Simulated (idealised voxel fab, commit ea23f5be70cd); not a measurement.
The process module presented herein is designated voxel transistor to metal.
Each square cell in cross-section cut measures 5 nm, and the section as a whole is 300 nm wide.
Notation: cross-section as square-cell grid; stated in bands, top first, going down; one or more cell rows per band.
Each band's line starts with the height of the band's top and of its bottom, in nm. Then come its materials from left to right, each with its width in nm. One material with "edge to edge" fills the band from edge to edge. "blank" is empty space.
The reference from which all heights are counted is 0, the level beneath which the as-received wafer is entirely one material; the lowest band, having no lower bound, proceeds downward and is written after the example "0 and below".
A two-number width, for instance "30..40", indicates that the width is equal to the first number in the top row of the band and to the second number in the bottom row, and that it changes by a constant amount per row of cells.
A step reported as "no modification" is a step in which no cell of the cross-section changed.
Sealed void list: empty space of 8 cells or more with no open way to the top, each as width x height at its distance from the left edge, in nm
Step line, after settings: the simulator's comment on this step.
"overlay nm" denotes, for a step that has a mask, the displacement of the mask to the right of its planned place, with negative values corresponding to the left.
# List of planned process steps
1: RECEIVE: material Si
2: CONFORMAL_DEP: material SiO2, thk nm 5
3: CONFORMAL_DEP: material SiN, thk nm 15
4: MASKED_ETCH: tone cover, mask id ACTIVE, width nm 115, pitch nm 140, etch materials SiN, depth nm 15, overlay nm 0
5: MASKED_ETCH: tone cover, mask id ACTIVE, width nm 115, pitch nm 140, etch materials SiO2, depth nm 5, overlay nm 0
6: MASKED_ETCH: tone cover, mask id ACTIVE, width nm 115, pitch nm 140, etch materials Si, depth nm 25, overlay nm 0
7: FILL_DEP: material SiO2, thk nm 5
8: CMP: height nm 20
9: SELECTIVE_ETCH: etch materials SiO2, depth nm 15
10: STRIP: etch materials SiN
11: SELECTIVE_ETCH: etch materials SiO2, depth nm 5
12: OXIDIZE: depth nm 5
13: DIRECTIONAL_DEP: material polySi, thk nm 25
14: DIRECTIONAL_DEP: material SiCN, thk nm 15
15: DIRECTIONAL_DEP: material aC, thk nm 15
16: PATTERN: tone cover, mask id GATE, material resist, width nm 35, pitch nm 140, thk nm 30, overlay nm 0
17: DIRECTIONAL_ETCH: etch materials aC, depth nm 15
18: STRIP: etch materials resist
19: DIRECTIONAL_ETCH: etch materials SiCN, depth nm 25
20: DIRECTIONAL_ETCH: etch materials polySi, depth nm 35
21: STRIP: etch materials aC
22: CONFORMAL_DEP: material SiO2, thk nm 5
23: DIRECTIONAL_ETCH: etch materials SiO2, depth nm 5
24: CONFORMAL_DEP: material SiN, thk nm 10
25: DIRECTIONAL_ETCH: etch materials SiN, depth nm 10
26: DIRECTIONAL_ETCH: etch materials SiO2, depth nm 5
27: EPI: material nSi, thk nm 5
28: FILL_DEP: material SiO2, thk nm 10
29: CMP: height nm 25
30: STRIP: etch materials polySi
31: SELECTIVE_ETCH: etch materials SiO2, depth nm 5
32: CONFORMAL_DEP: material HfO2, thk nm 5
33: CONFORMAL_DEP: material TiN, thk nm 5
34: FILL_DEP: material W, thk nm 5
35: CMP: height nm 20
36: DIRECTIONAL_DEP: material SiO2, thk nm 15
37: DIRECTIONAL_DEP: material aC, thk nm 10
38: PATTERN: tone open, mask id CONTACT, material resist, width nm 15, thk nm 25, overlay nm 0
39: DIRECTIONAL_ETCH: etch materials aC, depth nm 10
40: STRIP: etch materials resist
41: DIRECTIONAL_ETCH: etch materials SiO2, depth nm 35
42: STRIP: etch materials aC
43: CONFORMAL_DEP: material TiN, thk nm 5
44: FILL_DEP: material W, thk nm 5
45: CMP: height nm 35
46: DIRECTIONAL_DEP: material TiN, thk nm 5
47: DIRECTIONAL_DEP: material W, thk nm 25
48: DIRECTIONAL_DEP: material aC, thk nm 15
49: PATTERN: tone cover, mask id METAL_1, material resist, width nm 15, thk nm 35, overlay nm 0
50: DIRECTIONAL_ETCH: etch materials aC, depth nm 15
51: STRIP: etch materials resist
52: DIRECTIONAL_ETCH: etch materials W, depth nm 25
53: DIRECTIONAL_ETCH: etch materials TiN, depth nm 5
54: STRIP: etch materials aC
55: FILL_DEP: material SiO2, thk nm 10
56: CMP: height nm 65
57: CONFORMAL_DEP: material SiN, thk nm 5
Wafer-to-wafer difference: thk nm, step 43. Common start. Plan = first wafer's value.
# Step 1 complete: as-received cross-section of the first of several wafers
    0 and below  Si edge to edge
    Sealed void list: none
# At the end of the module, after its last step, step 57, the first of several wafers appears in cross-section as follows
    70 down to 65  SiN edge to edge
    65 down to 40  SiO2 (30) / W (15) / SiO2 (65) / W (15) / SiO2 (45) / W (15) / SiO2 (65) / W (15) / SiO2 (35)
    40 down to 35  SiO2 (30) / TiN (15) / SiO2 (65) / TiN (15) / SiO2 (45) / TiN (15) / SiO2 (65) / TiN (15) / SiO2 (35)
    35 down to 20  SiO2 (30) / TiN (5) / W (5) / TiN (5) / SiO2 (65) / TiN (5) / W (5) / TiN (5) / SiO2 (45) / TiN (5) / W (5) / TiN (5) / SiO2 (65) / TiN (5) / W (5) / TiN (5) / SiO2 (35)
    20 down to 5  SiO2 (30) / TiN (5) / W (5) / TiN (5) / SiN (10) / HfO2 (5) / TiN (5) / W (25) / TiN (5) / HfO2 (5) / SiN (10) / TiN (5) / W (5) / TiN (5) / SiO2 (45) / TiN (5) / W (5) / TiN (5) / SiN (10) / HfO2 (5) / TiN (5) / W (25) / TiN (5) / HfO2 (5) / SiN (10) / TiN (5) / W (5) / TiN (5) / SiO2 (35)
    5 down to 0  SiO2 (30) / TiN (15) / SiN (10) / HfO2 (5) / TiN (35) / HfO2 (5) / SiN (10) / TiN (15) / SiO2 (45) / TiN (15) / SiN (10) / HfO2 (5) / TiN (35) / HfO2 (5) / SiN (10) / TiN (15) / SiO2 (35)
    0 down to -5  SiO2 (15) / nSi (30) / SiO2 (10) / HfO2 (45) / SiO2 (10) / nSi (30) / SiO2 (15) / nSi (30) / SiO2 (10) / HfO2 (45) / SiO2 (10) / nSi (30) / SiO2 (20)
    -5 down to -25  SiO2 (20) / Si (115) / SiO2 (25) / Si (115) / SiO2 (25)
    -25 and below  Si edge to edge
    Sealed void list: none
# The last wafer as seen in cross-section at the end of the module
    70 down to 65  SiN edge to edge
    65 down to 40  SiO2 (30) / W (15) / SiO2 (65) / W (15) / SiO2 (45) / W (15) / SiO2 (65) / W (15) / SiO2 (35)
    40 down to 20  SiO2 (30) / TiN (15) / SiO2 (65) / TiN (15) / SiO2 (45) / TiN (15) / SiO2 (65) / TiN (15) / SiO2 (35)
    20 down to 5  SiO2 (30) / TiN (15) / SiN (10) / HfO2 (5) / TiN (5) / W (25) / TiN (5) / HfO2 (5) / SiN (10) / TiN (15) / SiO2 (45) / TiN (15) / SiN (10) / HfO2 (5) / TiN (5) / W (25) / TiN (5) / HfO2 (5) / SiN (10) / TiN (15) / SiO2 (35)
    5 down to 0  SiO2 (30) / TiN (15) / SiN (10) / HfO2 (5) / TiN (35) / HfO2 (5) / SiN (10) / TiN (15) / SiO2 (45) / TiN (15) / SiN (10) / HfO2 (5) / TiN (35) / HfO2 (5) / SiN (10) / TiN (15) / SiO2 (35)
    0 down to -5  SiO2 (15) / nSi (30) / SiO2 (10) / HfO2 (45) / SiO2 (10) / nSi (30) / SiO2 (15) / nSi (30) / SiO2 (10) / HfO2 (45) / SiO2 (10) / nSi (30) / SiO2 (20)
    -5 down to -25  SiO2 (20) / Si (115) / SiO2 (25) / Si (115) / SiO2 (25)
    -25 and below  Si edge to edge
    Sealed void list: none
# Row per wafer, end-of-module: cell gain (+)/loss (-) by material since the wafer came in, then closed voids
thk nm 5; +34 HfO2; -116 Si; +92 SiN; +594 SiO2; +98 TiN; +114 W; +24 nSi; Sealed void list: none
thk nm 10; +34 HfO2; -116 Si; +92 SiN; +594 SiO2; +122 TiN; +90 W; +24 nSi; Sealed void list: none
thk nm 15; +34 HfO2; -116 Si; +92 SiN; +594 SiO2; +122 TiN; +90 W; +24 nSi; Sealed void list: none
thk nm 20; +34 HfO2; -116 Si; +92 SiN; +594 SiO2; +122 TiN; +90 W; +24 nSi; Sealed void list: none
